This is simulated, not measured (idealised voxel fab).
Process module, titled voxel ribs on slabs
155 nm wide, 5 nm square cells: that's cross-section cut.
The cross-sections in this document take the form of a grid made of square cells. They are written out as bands, in order from top to bottom. Each band consists of one or more rows of cells.
Basically the band line says how high the top is and how high the bottom is, in nm, and then what's in it from left to right, every material with its width in nm. Empty space shows up as "blank", and if a single material carries "full width" it runs the full band edge to edge.
Beneath 0, the wafer as received is one material, and that level is where height counting begins. The lowest band goes on downward without a bottom; it is written like "from 0 down".
The width entry "30->40" should be interpreted row by row: the top row of cells in the band takes the first number, the bottom row takes the second number, and the change between adjacent rows is uniform throughout.
"no alteration", as given for a step, is the statement that not any cell of the cross-section underwent a change during that step.
The label "Cavities, closed" introduces a list of the empty spaces, 8 cells or larger, that have no open way up to the top; each entry in it reads width x height at distance, where the distance is taken from the left edge and all three are stated in nm.
Post-settings text on a step line: simulator's own remark regarding the step.
The line of a step may include "overlay nm". On a step with a mask, this value is how far to the right of its planned place the mask lay. A negative value means the mask lay to the left.

-- Here's what the planned process steps look like
1 op RECEIVE | material Si
2 op DIRECTIONAL_DEP | material SiO2 | thk nm 25
3 op DIRECTIONAL_DEP | material SiN | thk nm 20
4 op PATTERN | tone cover | mask id RIB | material resist | width nm 15 | thk nm 15 | overlay nm 0
5 op DIRECTIONAL_ETCH | etch materials SiN | depth nm 5
6 op STRIP | etch materials resist
7 op PATTERN | tone cover | mask id SLAB | material resist | width nm 65 | thk nm 15 | overlay nm 0
8 op DIRECTIONAL_ETCH | etch materials SiN | depth nm 15
9 op STRIP | etch materials resist
10 op FILL_DEP | material SiO2 | thk nm 25
11 op CMP | height nm 60
12 op DIRECTIONAL_DEP | material TiN | thk nm 10
13 op MASKED_ETCH | tone cover | mask id HEATER | width nm 25 | etch materials TiN | depth nm 10 | overlay nm 0
14 op CONFORMAL_DEP | material SiO2 | thk nm 5

-- First of two wafers, processed according to plan

-- Cross-sectional view of the wafer in its as-received condition, corresponding to the state after step 1
* from 0 down: Si full width
* Cavities, closed: none

-- Step 2 complete: cross-section through the wafer
* from 25 to 0: SiO2 full width
* below 0: unchanged

-- Step 3 complete: cross-section through the wafer
* from 45 to 25: SiN full width
* below 25: unchanged

-- Step 4 complete: cross-section through the wafer
* from 60 to 45: blank=70; resist=15; blank=70
* below 45: unchanged

-- Step 5 complete: cross-section through the wafer
* from 60 to 45: blank=70; resist=15; blank=70
* from 45 to 40: blank=70; SiN=15; blank=70
* below 40: unchanged

-- Step 6 complete: cross-section through the wafer
* from 45 to 40: blank=70; SiN=15; blank=70
* below 40: unchanged

-- Step 7 complete: cross-section through the wafer
* from 60 to 45: blank=45; resist=65; blank=45
* from 45 to 40: blank=45; resist=25; SiN=15; resist=25; blank=45
* below 40: unchanged

-- Step 8 complete: cross-section through the wafer
* from 60 to 45: blank=45; resist=65; blank=45
* from 45 to 40: blank=45; resist=25; SiN=15; resist=25; blank=45
* from 40 to 25: blank=45; SiN=65; blank=45
* below 25: unchanged

-- Step 9 complete: cross-section through the wafer
* from 45 to 40: blank=70; SiN=15; blank=70
* below 40: unchanged

-- Step 10 complete: cross-section through the wafer
* from 70 to 45: SiO2 full width
* from 45 to 40: SiO2=70; SiN=15; SiO2=70
* from 40 to 25: SiO2=45; SiN=65; SiO2=45
* below 25: unchanged

-- Step 11 complete: cross-section through the wafer
* from 60 to 45: SiO2 full width
* below 45: unchanged

-- Step 12 complete: cross-section through the wafer
* from 70 to 60: TiN full width
* below 60: unchanged

-- Step 13 complete: cross-section through the wafer
* from 70 to 60: blank=65; TiN=25; blank=65
* below 60: unchanged

-- Step 14 complete: cross-section through the wafer
* from 75 to 70: blank=60; SiO2=35; blank=60
* from 70 to 65: blank=60; SiO2=5; TiN=25; SiO2=5; blank=60
* from 65 to 60: SiO2=65; TiN=25; SiO2=65
* below 60: unchanged

-- Notes, second wafer: start = first wafer's, plan = first wafer's, execution had one mistake; history identical to first through step 2

-- At the planned end of step 3, the second wafer in cross-section
* from 65 to 25: SiN full width
* below 25: unchanged

-- At the planned end of step 4, the second wafer in cross-section
* from 80 to 65: blank=70; resist=15; blank=70
* below 65: unchanged

-- At the planned end of step 5, the second wafer in cross-section
* from 80 to 65: blank=70; resist=15; blank=70
* from 65 to 60: blank=70; SiN=15; blank=70
* below 60: unchanged

-- At the planned end of step 6, the second wafer in cross-section
* from 65 to 60: blank=70; SiN=15; blank=70
* below 60: unchanged

-- At the planned end of step 7, the second wafer in cross-section
* from 80 to 65: blank=45; resist=65; blank=45
* from 65 to 60: blank=45; resist=25; SiN=15; resist=25; blank=45
* below 60: unchanged

-- At the planned end of step 8, the second wafer in cross-section
* from 80 to 65: blank=45; resist=65; blank=45
* from 65 to 60: blank=45; resist=25; SiN=15; resist=25; blank=45
* from 60 to 45: blank=45; SiN=65; blank=45
* below 45: unchanged

-- At the planned end of step 9, the second wafer in cross-section
* from 65 to 60: blank=70; SiN=15; blank=70
* below 60: unchanged

-- At the planned end of step 10, the second wafer in cross-section
* from 90 to 65: SiO2 full width
* from 65 to 60: SiO2=70; SiN=15; SiO2=70
* from 60 to 45: SiO2=45; SiN=65; SiO2=45
* below 45: unchanged

-- At the planned end of step 11, the second wafer in cross-section
* from 60 to 45: SiO2=45; SiN=65; SiO2=45
* below 45: unchanged

-- At the planned end of step 12, the second wafer in cross-section
* from 70 to 60: TiN full width
* below 60: unchanged

-- At the planned end of step 13, the second wafer in cross-section
* from 70 to 60: blank=65; TiN=25; blank=65
* below 60: unchanged

-- At the planned end of step 14, the second wafer in cross-section
* from 75 to 70: blank=60; SiO2=35; blank=60
* from 70 to 65: blank=60; SiO2=5; TiN=25; SiO2=5; blank=60
* from 65 to 60: SiO2=65; TiN=25; SiO2=65
* below 60: unchanged
Which mistake was made when the wafer was run? step 3, plan: ran twice
Final wafer comparison in cells, second versus first, more or fewer per material: SiN +121 | SiO2 -121
